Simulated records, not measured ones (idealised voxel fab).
Herein follows the process module entitled voxel gate over fins.
The width of the displayed cross-section, cut, is 245 nm; its cells are square, with a size of 5 nm.
Throughout this document, each cross-section is represented as a grid of square cells and is presented as a sequence of bands enumerated from the top downward, where a band comprises one or more rows of cells. In this notation a band is specified by the heights of its top and bottom, in that order and in nm, after which its materials appear from left to right, each paired with its width in nm. The word "full width" attached to a single material means that material fills the band from edge to edge; the word "air" stands for empty space. Beneath 0, the wafer as received is one material, and that level is where height counting begins. The lowest band goes on downward without a bottom; it is written like "0 nm and below". The width entry "30..40" should be interpreted row by row: the top row of cells in the band takes the first number, the bottom row takes the second number, and the change between adjacent rows is uniform throughout. It should be understood that the words "identical to before", when stated for a given step, signify that the cross-section underwent no change in any of its cells during that step. The label "Sealed cavities" introduces a list of the empty spaces, 8 cells or larger, that have no open way up to the top; each entry in it reads width x height at distance, where the distance is taken from the left edge and all three are stated in nm. Anything after a step's settings on that line? It's the simulator's own note about the step. You can add "overlay nm" to a step's line. For a step with a mask, it describes how far the mask lay to the right of its planned position, and a negative number describes a lay to the left.

# The following list gives the planned process steps
- 1: RECEIVE,material Si
- 2: CONFORMAL_DEP,material SiN,thk nm 5
- 3: PATTERN,tone cover,mask id FINS,material resist,width nm 15,pitch nm 45,thk nm 20,overlay nm 0
- 4: DIRECTIONAL_ETCH,etch materials SiN,depth nm 5
- 5: DIRECTIONAL_ETCH,etch materials Si,depth nm 40
- 6: STRIP,etch materials resist
- 7: FILL_DEP,material SiO2,thk nm 10
- 8: CMP,height nm 5
- 9: SELECTIVE_ETCH,etch materials SiO2,depth nm 20
- 10: STRIP,etch materials SiN
- 11: CONFORMAL_DEP,material HfO2,thk nm 5
- 12: CONFORMAL_DEP,material TiN,thk nm 5
- 13: CONFORMAL_DEP,material TiAl,thk nm 5
- 14: CONFORMAL_DEP,material TiN,thk nm 5
- 15: FILL_DEP,material W,thk nm 10
- 16: CMP,height nm 25
- 17: CONFORMAL_DEP,material SiN,thk nm 10

# First of two wafers, processed according to plan

# Incoming wafer in cross-section (state: after step 1)
* 0 nm and below  Si full width
* Sealed cavities: none

# Step 2 done - wafer cross-section
* 5 nm to 0 nm  SiN full width
* At heights below 0, the structure remains unaltered.

# Step 3 done - wafer cross-section
* 25 nm to 5 nm  air 45  resist 15  air 30  resist 15  air 30  resist 15  air 30  resist 15  air 50
* At heights below 5, the structure remains unaltered.

# Step 4 done - wafer cross-section
* 25 nm to 5 nm  air 45  resist 15  air 30  resist 15  air 30  resist 15  air 30  resist 15  air 50
* 5 nm to 0 nm  air 45  SiN 15  air 30  SiN 15  air 30  SiN 15  air 30  SiN 15  air 50
* At heights below 0, the structure remains unaltered.

# Step 5 done - wafer cross-section
* 25 nm to 5 nm  air 45  resist 15  air 30  resist 15  air 30  resist 15  air 30  resist 15  air 50
* 5 nm to 0 nm  air 45  SiN 15  air 30  SiN 15  air 30  SiN 15  air 30  SiN 15  air 50
* 0 nm to -40 nm  air 45  Si 15  air 30  Si 15  air 30  Si 15  air 30  Si 15  air 50
* At heights below -40, the structure remains unaltered.

# Step 6 done - wafer cross-section
* 5 nm to 0 nm  air 45  SiN 15  air 30  SiN 15  air 30  SiN 15  air 30  SiN 15  air 50
* At heights below 0, the structure remains unaltered.

# Step 7 done - wafer cross-section
* 15 nm to 5 nm  SiO2 full width
* 5 nm to 0 nm  SiO2 45  SiN 15  SiO2 30  SiN 15  SiO2 30  SiN 15  SiO2 30  SiN 15  SiO2 50
* 0 nm to -40 nm  SiO2 45  Si 15  SiO2 30  Si 15  SiO2 30  Si 15  SiO2 30  Si 15  SiO2 50
* At heights below -40, the structure remains unaltered.

# Step 8 done - wafer cross-section
* 5 nm to 0 nm  SiO2 45  SiN 15  SiO2 30  SiN 15  SiO2 30  SiN 15  SiO2 30  SiN 15  SiO2 50
* At heights below 0, the structure remains unaltered.

# Step 9 done - wafer cross-section
* 5 nm to 0 nm  air 45  SiN 15  air 30  SiN 15  air 30  SiN 15  air 30  SiN 15  air 50
* 0 nm to -15 nm  air 45  Si 15  air 30  Si 15  air 30  Si 15  air 30  Si 15  air 50
* At heights below -15, the structure remains unaltered.

# Step 10 done - wafer cross-section
* 0 nm to -15 nm  air 45  Si 15  air 30  Si 15  air 30  Si 15  air 30  Si 15  air 50
* At heights below -15, the structure remains unaltered.

# Step 11 done - wafer cross-section
* 5 nm to 0 nm  air 40  HfO2 25  air 20  HfO2 25  air 20  HfO2 25  air 20  HfO2 25  air 45
* 0 nm to -10 nm  air 40  HfO2 5  Si 15  HfO2 5  air 20  HfO2 5  Si 15  HfO2 5  air 20  HfO2 5  Si 15  HfO2 5  air 20  HfO2 5  Si 15  HfO2 5  air 45
* -10 nm to -15 nm  HfO2 45  Si 15  HfO2 30  Si 15  HfO2 30  Si 15  HfO2 30  Si 15  HfO2 50
* At heights below -15, the structure remains unaltered.

# Step 12 done - wafer cross-section
* 10 nm to 5 nm  air 35  TiN 35  air 10  TiN 35  air 10  TiN 35  air 10  TiN 35  air 40
* 5 nm to 0 nm  air 35  TiN 5  HfO2 25  TiN 5  air 10  TiN 5  HfO2 25  TiN 5  air 10  TiN 5  HfO2 25  TiN 5  air 10  TiN 5  HfO2 25  TiN 5  air 40
* 0 nm to -5 nm  air 35  TiN 5  HfO2 5  Si 15  HfO2 5  TiN 5  air 10  TiN 5  HfO2 5  Si 15  HfO2 5  TiN 5  air 10  TiN 5  HfO2 5  Si 15  HfO2 5  TiN 5  air 10  TiN 5  HfO2 5  Si 15  HfO2 5  TiN 5  air 40
* -5 nm to -10 nm  TiN 40  HfO2 5  Si 15  HfO2 5  TiN 20  HfO2 5  Si 15  HfO2 5  TiN 20  HfO2 5  Si 15  HfO2 5  TiN 20  HfO2 5  Si 15  HfO2 5  TiN 45
* At heights below -10, the structure remains unaltered.

# Step 13 done - wafer cross-section
* 15 nm to 10 nm  air 30  TiAl 180  air 35
* 10 nm to 5 nm  air 30  TiAl 5  TiN 35  TiAl 10  TiN 35  TiAl 10  TiN 35  TiAl 10  TiN 35  TiAl 5  air 35
* 5 nm to 0 nm  air 30  TiAl 5  TiN 5  HfO2 25  TiN 5  TiAl 10  TiN 5  HfO2 25  TiN 5  TiAl 10  TiN 5  HfO2 25  TiN 5  TiAl 10  TiN 5  HfO2 25  TiN 5  TiAl 5  air 35
* 0 nm to -5 nm  TiAl 35  TiN 5  HfO2 5  Si 15  HfO2 5  TiN 5  TiAl 10  TiN 5  HfO2 5  Si 15  HfO2 5  TiN 5  TiAl 10  TiN 5  HfO2 5  Si 15  HfO2 5  TiN 5  TiAl 10  TiN 5  HfO2 5  Si 15  HfO2 5  TiN 5  TiAl 40
* At heights below -5, the structure remains unaltered.

# Step 14 done - wafer cross-section
* 20 nm to 15 nm  air 25  TiN 190  air 30
* 15 nm to 10 nm  air 25  TiN 5  TiAl 180  TiN 5  air 30
* 10 nm to 5 nm  air 25  TiN 5  TiAl 5  TiN 35  TiAl 10  TiN 35  TiAl 10  TiN 35  TiAl 10  TiN 35  TiAl 5  TiN 5  air 30
* 5 nm to 0 nm  TiN 30  TiAl 5  TiN 5  HfO2 25  TiN 5  TiAl 10  TiN 5  HfO2 25  TiN 5  TiAl 10  TiN 5  HfO2 25  TiN 5  TiAl 10  TiN 5  HfO2 25  TiN 5  TiAl 5  TiN 35
* At heights below 0, the structure remains unaltered.

# Step 15 done - wafer cross-section
* 30 nm to 20 nm  W full width
* 20 nm to 15 nm  W 25  TiN 190  W 30
* 15 nm to 10 nm  W 25  TiN 5  TiAl 180  TiN 5  W 30
* 10 nm to 5 nm  W 25  TiN 5  TiAl 5  TiN 35  TiAl 10  TiN 35  TiAl 10  TiN 35  TiAl 10  TiN 35  TiAl 5  TiN 5  W 30
* At heights below 5, the structure remains unaltered.

# Step 16 done - wafer cross-section
* 25 nm to 20 nm  W full width
* At heights below 20, the structure remains unaltered.

# Step 17 done - wafer cross-section
* 35 nm to 25 nm  SiN full width
* At heights below 25, the structure remains unaltered.

# Second wafer. Start and plan as for the first. One mistake made in running. Agrees with the first up to and including step 2

# Cross-section of the second wafer at the time step 3 of the plan should have ended
* 25 nm to 5 nm  air 45  resist 20  air 25  resist 20  air 25  resist 20  air 25  resist 20  air 45
* At heights below 5, the structure remains unaltered.

# Cross-section of the second wafer at the time step 4 of the plan should have ended
* 25 nm to 5 nm  air 45  resist 20  air 25  resist 20  air 25  resist 20  air 25  resist 20  air 45
* 5 nm to 0 nm  air 45  SiN 20  air 25  SiN 20  air 25  SiN 20  air 25  SiN 20  air 45
* At heights below 0, the structure remains unaltered.

# Cross-section of the second wafer at the time step 5 of the plan should have ended
* 25 nm to 5 nm  air 45  resist 20  air 25  resist 20  air 25  resist 20  air 25  resist 20  air 45
* 5 nm to 0 nm  air 45  SiN 20  air 25  SiN 20  air 25  SiN 20  air 25  SiN 20  air 45
* 0 nm to -40 nm  air 45  Si 20  air 25  Si 20  air 25  Si 20  air 25  Si 20  air 45
* At heights below -40, the structure remains unaltered.

# Cross-section of the second wafer at the time step 6 of the plan should have ended
* 5 nm to 0 nm  air 45  SiN 20  air 25  SiN 20  air 25  SiN 20  air 25  SiN 20  air 45
* At heights below 0, the structure remains unaltered.

# Cross-section of the second wafer at the time step 7 of the plan should have ended
* 15 nm to 5 nm  SiO2 full width
* 5 nm to 0 nm  SiO2 45  SiN 20  SiO2 25  SiN 20  SiO2 25  SiN 20  SiO2 25  SiN 20  SiO2 45
* 0 nm to -40 nm  SiO2 45  Si 20  SiO2 25  Si 20  SiO2 25  Si 20  SiO2 25  Si 20  SiO2 45
* At heights below -40, the structure remains unaltered.

# Cross-section of the second wafer at the time step 8 of the plan should have ended
* 5 nm to 0 nm  SiO2 45  SiN 20  SiO2 25  SiN 20  SiO2 25  SiN 20  SiO2 25  SiN 20  SiO2 45
* At heights below 0, the structure remains unaltered.

# Cross-section of the second wafer at the time step 9 of the plan should have ended
* 5 nm to 0 nm  air 45  SiN 20  air 25  SiN 20  air 25  SiN 20  air 25  SiN 20  air 45
* 0 nm to -15 nm  air 45  Si 20  air 25  Si 20  air 25  Si 20  air 25  Si 20  air 45
* At heights below -15, the structure remains unaltered.

# Cross-section of the second wafer at the time step 10 of the plan should have ended
* 0 nm to -15 nm  air 45  Si 20  air 25  Si 20  air 25  Si 20  air 25  Si 20  air 45
* At heights below -15, the structure remains unaltered.

# Cross-section of the second wafer at the time step 11 of the plan should have ended
* 5 nm to 0 nm  air 40  HfO2 30  air 15  HfO2 30  air 15  HfO2 30  air 15  HfO2 30  air 40
* 0 nm to -10 nm  air 40  HfO2 5  Si 20  HfO2 5  air 15  HfO2 5  Si 20  HfO2 5  air 15  HfO2 5  Si 20  HfO2 5  air 15  HfO2 5  Si 20  HfO2 5  air 40
* -10 nm to -15 nm  HfO2 45  Si 20  HfO2 25  Si 20  HfO2 25  Si 20  HfO2 25  Si 20  HfO2 45
* At heights below -15, the structure remains unaltered.

# Cross-section of the second wafer at the time step 12 of the plan should have ended
* 10 nm to 5 nm  air 35  TiN 40  air 5  TiN 40  air 5  TiN 40  air 5  TiN 40  air 35
* 5 nm to 0 nm  air 35  TiN 5  HfO2 30  TiN 5  air 5  TiN 5  HfO2 30  TiN 5  air 5  TiN 5  HfO2 30  TiN 5  air 5  TiN 5  HfO2 30  TiN 5  air 35
* 0 nm to -5 nm  air 35  TiN 5  HfO2 5  Si 20  HfO2 5  TiN 5  air 5  TiN 5  HfO2 5  Si 20  HfO2 5  TiN 5  air 5  TiN 5  HfO2 5  Si 20  HfO2 5  TiN 5  air 5  TiN 5  HfO2 5  Si 20  HfO2 5  TiN 5  air 35
* -5 nm to -10 nm  TiN 40  HfO2 5  Si 20  HfO2 5  TiN 15  HfO2 5  Si 20  HfO2 5  TiN 15  HfO2 5  Si 20  HfO2 5  TiN 15  HfO2 5  Si 20  HfO2 5  TiN 40
* At heights below -10, the structure remains unaltered.

# Cross-section of the second wafer at the time step 13 of the plan should have ended
* 15 nm to 10 nm  air 30  TiAl 185  air 30
* 10 nm to 5 nm  air 30  TiAl 5  TiN 40  TiAl 5  TiN 40  TiAl 5  TiN 40  TiAl 5  TiN 40  TiAl 5  air 30
* 5 nm to 0 nm  air 30  TiAl 5  TiN 5  HfO2 30  TiN 5  TiAl 5  TiN 5  HfO2 30  TiN 5  TiAl 5  TiN 5  HfO2 30  TiN 5  TiAl 5  TiN 5  HfO2 30  TiN 5  TiAl 5  air 30
* 0 nm to -5 nm  TiAl 35  TiN 5  HfO2 5  Si 20  HfO2 5  TiN 5  TiAl 5  TiN 5  HfO2 5  Si 20  HfO2 5  TiN 5  TiAl 5  TiN 5  HfO2 5  Si 20  HfO2 5  TiN 5  TiAl 5  TiN 5  HfO2 5  Si 20  HfO2 5  TiN 5  TiAl 35
* At heights below -5, the structure remains unaltered.

# Cross-section of the second wafer at the time step 14 of the plan should have ended
* 20 nm to 15 nm  air 25  TiN 195  air 25
* 15 nm to 10 nm  air 25  TiN 5  TiAl 185  TiN 5  air 25
* 10 nm to 5 nm  air 25  TiN 5  TiAl 5  TiN 40  TiAl 5  TiN 40  TiAl 5  TiN 40  TiAl 5  TiN 40  TiAl 5  TiN 5  air 25
* 5 nm to 0 nm  TiN 30  TiAl 5  TiN 5  HfO2 30  TiN 5  TiAl 5  TiN 5  HfO2 30  TiN 5  TiAl 5  TiN 5  HfO2 30  TiN 5  TiAl 5  TiN 5  HfO2 30  TiN 5  TiAl 5  TiN 30
* At heights below 0, the structure remains unaltered.

# Cross-section of the second wafer at the time step 15 of the plan should have ended
* 30 nm to 20 nm  W full width
* 20 nm to 15 nm  W 25  TiN 195  W 25
* 15 nm to 10 nm  W 25  TiN 5  TiAl 185  TiN 5  W 25
* 10 nm to 5 nm  W 25  TiN 5  TiAl 5  TiN 40  TiAl 5  TiN 40  TiAl 5  TiN 40  TiAl 5  TiN 40  TiAl 5  TiN 5  W 25
* At heights below 5, the structure remains unaltered.

# Cross-section of the second wafer at the time step 16 of the plan should have ended
* 25 nm to 20 nm  W full width
* At heights below 20, the structure remains unaltered.

# Cross-section of the second wafer at the time step 17 of the plan should have ended
* 35 nm to 25 nm  SiN full width
* At heights below 25, the structure remains unaltered.
Heads up, the wafer didn't run the way we planned it: step 3 deviated from plan and actually ran as PATTERN,tone cover,mask id FINS,material resist,width nm 20,pitch nm 45,thk nm 20,overlay nm 0
Bottom line after processing is that, in cells, the second wafer is up or down on some materials versus the first: +32 Si; -20 SiO2; -9 TiAl; -3 W
